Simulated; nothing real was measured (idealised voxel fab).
The following is a process module called voxel ribs on slabs.
The figure presents cross-section cut, which has a width of 295 nm and is divided into square cells with an edge length of 5 nm.
Heads up, the way a cross-section reads in here is a grid of square cells, handed over as bands from the top down, with every band being one or more rows of cells. Basically the band line says how high the top is and how high the bottom is, in nm, and then what's in it from left to right, every material with its width in nm. Empty space shows up as "blank", and if a single material carries "everywhere" it runs the full band edge to edge. Height 0 is the level under which the wafer as received is all one material. The lowest band goes on downwards, as in "from 0 down". Width spec "30 to 40" -> top row of cells at first value, bottom row at second value, equal per-row change in between. Basically "left unchanged" means that step didn't change any cell in the cross-section. The entry titled "Enclosed void entries" provides the empty spaces that have no open way to the top, restricted to those of 8 cells or more. Each is presented as width x height at distance, the distance being measured from the left edge, with all three in nm. Note: text after step settings on the step line = simulator remark on that step. "overlay nm" answers the question of how far to the right of plan the mask lay on a step that has a mask, and when it is negative the answer is to the left.

# The process steps that were planned are listed below
step 1: RECEIVE | material Si
step 2: DIRECTIONAL_DEP | material SiO2 | thk nm 30
step 3: DIRECTIONAL_DEP | material polySi | thk nm 25
step 4: PATTERN | tone cover | mask id RIB | material resist | width nm 30 | thk nm 20 | overlay nm 0
step 5: DIRECTIONAL_ETCH | etch materials polySi | depth nm 15
step 6: STRIP | etch materials resist
step 7: MASKED_ETCH | tone cover | mask id SLAB | width nm 60 | etch materials polySi | depth nm 10 | overlay nm 0
step 8: FILL_DEP | material SiO2 | thk nm 30
step 9: CMP | height nm 75
step 10: DIRECTIONAL_DEP | material W | thk nm 5
step 11: DIRECTIONAL_DEP | material aC | thk nm 10
step 12: PATTERN | tone cover | mask id HEATER | material resist | width nm 40 | thk nm 25 | overlay nm 0
step 13: DIRECTIONAL_ETCH | etch materials aC | depth nm 10
step 14: STRIP | etch materials resist
step 15: DIRECTIONAL_ETCH | etch materials W | depth nm 5
step 16: STRIP | etch materials aC
step 17: CONFORMAL_DEP | material SiO2 | thk nm 10

# Cross-section of the wafer as it came to us, i.e., already through step 1
* from 0 down  Si everywhere
* Enclosed void entries: none

# Final cross-section, module run with one mistake (start and plan as above)
* from 90 to 85  blank 115 nm, then SiO2 60 nm, then blank 120 nm
* from 85 to 80  SiO2 everywhere
* from 80 to 75  SiO2 125 nm, then W 40 nm, then SiO2 130 nm
* from 75 to 30  polySi everywhere
* from 30 to 0  SiO2 everywhere
* from 0 down  Si everywhere
* Enclosed void entries: none
In executing the process, a mistake was made relative to the plan: step 8 ran with different settings than intended, the actual operation and settings being FILL_DEP | material polySi | thk nm 30
